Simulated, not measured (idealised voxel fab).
A process module follows: voxel self aligned vias.
245 nm wide, 5 nm square cells: that's cross-section cut.
We lay out every cross-section as a grid of square cells and spell it out in bands from the top down, where one band means one or more rows of cells. A band entry consists of two parts. The first gives the height of the band's top and the height of its bottom, in nm. The rest lists the band's materials from left to right, each with its width in nm. A single material labelled with the word "throughout" fills the band from edge to edge, and the word "empty" marks empty space. Ref level 0: as-received wafer is one material below here. Bottom band extends down with no lower bound ("0 down"). Graded width ("30 to 40"): value in top row of band = first number; value in bottom row = second number; row-to-row change constant. "no alteration" means the step left every cell of the cross-section as it was. Closed empty spaces (no open way to the top) of 8 cells or more are what "Closed void entries" lists, each as width x height at distance from the left edge, nm for all three. Post-settings text on a step line: simulator's own remark regarding the step. overlay nm: where the mask lay relative to plan, measured to the right, on steps with a mask; negatives go left.
## This section lists the process steps that were planned
step 1: RECEIVE, material Si
step 2: CONFORMAL_DEP, material SiO2, thk nm 15
step 3: CONFORMAL_DEP, material SiCN, thk nm 5
step 4: DIRECTIONAL_DEP, material lowk, thk nm 20
step 5: DIRECTIONAL_DEP, material aC, thk nm 10
step 6: PATTERN, tone open, mask id LINES, material resist, width nm 20, pitch nm 70, thk nm 30, overlay nm 0
step 7: DIRECTIONAL_ETCH, etch materials aC, depth nm 10
step 8: STRIP, etch materials resist
step 9: DIRECTIONAL_ETCH, etch materials lowk, depth nm 20
step 10: STRIP, etch materials aC
step 11: CONFORMAL_DEP, material TiN, thk nm 5
step 12: FILL_DEP, material W, thk nm 10
step 13: CMP, height nm 40
step 14: SELECTIVE_ETCH, etch materials W Ru TiN, depth nm 10
step 15: FILL_DEP, material SiN, thk nm 10
step 16: CMP, height nm 40
step 17: DIRECTIONAL_DEP, material lowk, thk nm 20
step 18: PATTERN, tone open, mask id VIAS, material resist, width nm 40, pitch nm 70, thk nm 15, overlay nm 0
step 19: DIRECTIONAL_ETCH, etch materials lowk, depth nm 20
step 20: DIRECTIONAL_ETCH, etch materials SiN, depth nm 10
step 21: STRIP, etch materials resist
step 22: CONFORMAL_DEP, material TiN, thk nm 5
step 23: FILL_DEP, material Ru, thk nm 10
step 24: CMP, height nm 60
step 25: CONFORMAL_DEP, material SiCN, thk nm 5
Keep in mind the plan's value for the width nm of step 6 comes from the first wafer; the wafers don't share that setting, but they do share the same starting point.
## Cross-section of the first incoming wafer of several, state after step 1
- 0 down  Si throughout
- Closed void entries: none
## Post step 25, the closing step of the module: first of several wafers, cross-sectioned
- 65 to 60  SiCN throughout
- 60 to 45  lowk=30, TiN=5, Ru=30, TiN=5, lowk=30, TiN=5, Ru=30, TiN=5, lowk=30, TiN=5, Ru=30, TiN=5, lowk=35
- 45 to 35  lowk=30 to 40, TiN=15 to 5, Ru=10, TiN=15 to 5, lowk=30 to 50, TiN=15 to 5, Ru=10, TiN=15 to 5, lowk=30 to 50, TiN=15 to 5, Ru=10, TiN=15 to 5, lowk=35 to 45
- 35 to 30  lowk=40, TiN=20, lowk=50, TiN=20, lowk=50, TiN=20, lowk=45
- 30 to 25  lowk=40, TiN=5, W=10, TiN=5, lowk=50, TiN=5, W=10, TiN=5, lowk=50, TiN=5, W=10, TiN=5, lowk=45
- 25 to 20  lowk=40, TiN=20, lowk=50, TiN=20, lowk=50, TiN=20, lowk=45
- 20 to 15  SiCN throughout
- 15 to 0  SiO2 throughout
- 0 down  Si throughout
- Closed void entries: none
## Cross-sectional depiction of the last of several wafers upon completion of the module
- 65 to 60  SiCN throughout
- 60 to 40  lowk=30, TiN=5, Ru=30, TiN=5, lowk=30, TiN=5, Ru=30, TiN=5, lowk=30, TiN=5, Ru=30, TiN=5, lowk=35
- 40 to 35  lowk=30, TiN=5, Ru=30, TiN=5, SiN=5, lowk=25, TiN=5, Ru=30, TiN=5, SiN=5, lowk=25, TiN=5, Ru=30, TiN=5, SiN=5, lowk=30
- 35 to 30  lowk=30, TiN=40, SiN=5, lowk=25, TiN=40, SiN=5, lowk=25, TiN=40, SiN=5, lowk=30
- 30 to 25  lowk=30, TiN=5, W=35, TiN=5, lowk=25, TiN=5, W=35, TiN=5, lowk=25, TiN=5, W=35, TiN=5, lowk=30
- 25 to 20  lowk=30, TiN=45, lowk=25, TiN=45, lowk=25, TiN=45, lowk=30
- 20 to 15  SiCN throughout
- 15 to 0  SiO2 throughout
- 0 down  Si throughout
- Closed void entries: none
## each wafer at the end: cells of each material gained (+) or lost (-) since it was received, then its closed voids
width nm 20 | +66 Ru | +98 SiCN | +147 SiO2 | +72 TiN | +6 W | +248 lowk | Closed void entries: none
width nm 25 | +72 Ru | +98 SiCN | +147 SiO2 | +75 TiN | +9 W | +236 lowk | Closed void entries: none
width nm 30 | +78 Ru | +98 SiCN | +147 SiO2 | +78 TiN | +12 W | +224 lowk | Closed void entries: none
width nm 35 | +84 Ru | +98 SiCN | +147 SiO2 | +81 TiN | +15 W | +212 lowk | Closed void entries: none
width nm 40 | +90 Ru | +98 SiCN | +147 SiO2 | +84 TiN | +18 W | +200 lowk | Closed void entries: none
width nm 45 | +90 Ru | +98 SiCN | +6 SiN | +147 SiO2 | +87 TiN | +21 W | +188 lowk | Closed void entries: none
